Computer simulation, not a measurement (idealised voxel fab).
process module | voxel transistor to metal
cross-section cut | 150 nm wide | cells 5 nm
A cross-section is a grid of square cells, given in bands from the top down. A band is one or more rows of cells.
Each band's line starts with the height of the band's top and of its bottom, in nm. Then come its materials from left to right, each with its width in nm. One material with "throughout" fills the band from edge to edge. "air" is empty space.
Height 0 is the level under which the wafer as received is all one material. The lowest band goes on downwards, as in "0 down".
A width such as "30 to 40" changes by the same amount from each row of cells to the next, from the band's top row to its bottom row.
"no change" after a step means that no cell of the cross-section changed.
closed voids: empty space of 8 cells or more with no open way to the top, each as width x height at its distance from the left edge, in nm
after a step's settings: what the simulator itself notes on the step
overlay nm, on a step with a mask: how far to the right of its planned place the mask lay; to the left if negative
plan
1 op RECEIVE | material Si
2 op OXIDIZE | depth nm 5
3 op CONFORMAL_DEP | material SiN | thk nm 15
4 op PATTERN | tone cover | mask id ACTIVE | material resist | width nm 90 | thk nm 20 | overlay nm 0
5 op DIRECTIONAL_ETCH | etch materials SiN | depth nm 15
6 op DIRECTIONAL_ETCH | etch materials SiO2 | depth nm 5
7 op DIRECTIONAL_ETCH | etch materials Si | depth nm 25
8 op STRIP | etch materials resist
9 op FILL_DEP | material SiO2 | thk nm 5
10 op CMP | height nm 15
11 op SELECTIVE_ETCH | etch materials SiO2 | depth nm 15
12 op STRIP | etch materials SiN
13 op SELECTIVE_ETCH | etch materials SiO2 | depth nm 5
14 op OXIDIZE | depth nm 5
15 op DIRECTIONAL_DEP | material polySi | thk nm 25
16 op DIRECTIONAL_DEP | material SiCN | thk nm 15
17 op MASKED_ETCH | tone cover | mask id GATE | width nm 20 | etch materials SiCN | depth nm 25 | overlay nm 0
18 op MASKED_ETCH | tone cover | mask id GATE | width nm 20 | etch materials polySi | depth nm 35 | overlay nm 0
19 op CONFORMAL_DEP | material SiN | thk nm 10
20 op DIRECTIONAL_ETCH | etch materials SiN | depth nm 10
21 op DIRECTIONAL_ETCH | etch materials SiO2 | depth nm 5
22 op DIRECTIONAL_ETCH | etch materials Si | depth nm 5
23 op EPI | material SiGe | thk nm 10
24 op FILL_DEP | material SiO2 | thk nm 5
25 op CMP | height nm 35
26 op DIRECTIONAL_DEP | material SiO2 | thk nm 15
27 op PATTERN | tone open | mask id CONTACT | material resist | width nm 15 | pitch nm 65 | thk nm 20 | overlay nm 0
28 op DIRECTIONAL_ETCH | etch materials SiO2 | depth nm 55
29 op STRIP | etch materials resist
30 op CONFORMAL_DEP | material TiN | thk nm 5
31 op FILL_DEP | material W | thk nm 10
32 op CMP | height nm 50
33 op DIRECTIONAL_DEP | material TiN | thk nm 5
34 op DIRECTIONAL_DEP | material Ru | thk nm 25
35 op DIRECTIONAL_DEP | material aC | thk nm 10
36 op PATTERN | tone cover | mask id METAL_1 | material resist | width nm 15 | pitch nm 65 | thk nm 25 | overlay nm 0
37 op DIRECTIONAL_ETCH | etch materials aC | depth nm 10
38 op STRIP | etch materials resist
39 op DIRECTIONAL_ETCH | etch materials Ru | depth nm 25
40 op DIRECTIONAL_ETCH | etch materials TiN | depth nm 5
41 op STRIP | etch materials aC
42 op CONFORMAL_DEP | material SiN | thk nm 5
43 op FILL_DEP | material SiO2 | thk nm 5
44 op CMP | height nm 80
45 op CONFORMAL_DEP | material SiCN | thk nm 5
46 op DIRECTIONAL_DEP | material SiO2 | thk nm 35
47 op PATTERN | tone open | mask id METAL_2 | material resist | width nm 15 | pitch nm 65 | thk nm 20 | overlay nm 0
48 op DIRECTIONAL_ETCH | etch materials SiO2 | depth nm 20
49 op STRIP | etch materials resist
50 op PATTERN | tone open | mask id METAL_2_HOLES | material resist | width nm 15 | pitch nm 65 | thk nm 20 | overlay nm 0
51 op DIRECTIONAL_ETCH | etch materials SiO2 | depth nm 15
52 op DIRECTIONAL_ETCH | etch materials SiCN | depth nm 5
53 op STRIP | etch materials resist
54 op CONFORMAL_DEP | material TiN | thk nm 5
55 op FILL_DEP | material Ru | thk nm 10
56 op CMP | height nm 120
57 op CONFORMAL_DEP | material SiN | thk nm 5
as received, after step 1
  0 down: Si throughout
  closed voids: none
a wafer at the end: this start, this plan, one mistake
  125 to 120: SiN throughout
  120 to 85: SiO2 35 | TiN 5 | Ru 5 | TiN 5 | SiO2 50 | TiN 5 | Ru 5 | TiN 5 | SiO2 35
  85 to 80: SiCN 35 | TiN 15 | SiCN 50 | TiN 15 | SiCN 35
  80 to 55: SiO2 30 | SiN 5 | Ru 15 | SiN 5 | SiO2 40 | SiN 5 | Ru 15 | SiN 5 | SiO2 30
  55 to 50: SiN 35 | TiN 15 | SiN 50 | TiN 15 | SiN 35
  50 to 35: SiO2 35 | TiN 5 | W 5 | TiN 5 | SiO2 50 | TiN 5 | W 5 | TiN 5 | SiO2 35
  35 to 20: SiO2 35 | TiN 5 | W 5 | TiN 5 | SiO2 5 | SiN 10 | SiCN 20 | SiN 10 | SiO2 5 | TiN 5 | W 5 | TiN 5 | SiO2 35
  20 to 5: SiO2 35 | TiN 5 | W 5 | TiN 5 | SiO2 5 | SiN 10 | polySi 20 | SiN 10 | SiO2 5 | TiN 5 | W 5 | TiN 5 | SiO2 35
  5 to 0: SiO2 35 | TiN 15 | SiO2 5 | SiN 10 | polySi 20 | SiN 10 | SiO2 5 | TiN 15 | SiO2 35
  0 to -5: SiO2 35 | TiN 10 | SiGe 10 | SiN 10 | polySi 20 | SiN 10 | SiGe 10 | TiN 10 | SiO2 35
  -5 to -10: SiO2 25 | SiGe 30 | SiO2 40 | SiGe 30 | SiO2 25
  -10 to -15: SiO2 30 | SiGe 25 | Si 40 | SiGe 25 | SiO2 30
  -15 to -55: SiO2 30 | Si 90 | SiO2 30
  -55 down: Si throughout
  closed voids: none
what went wrong: step 7 was run twice
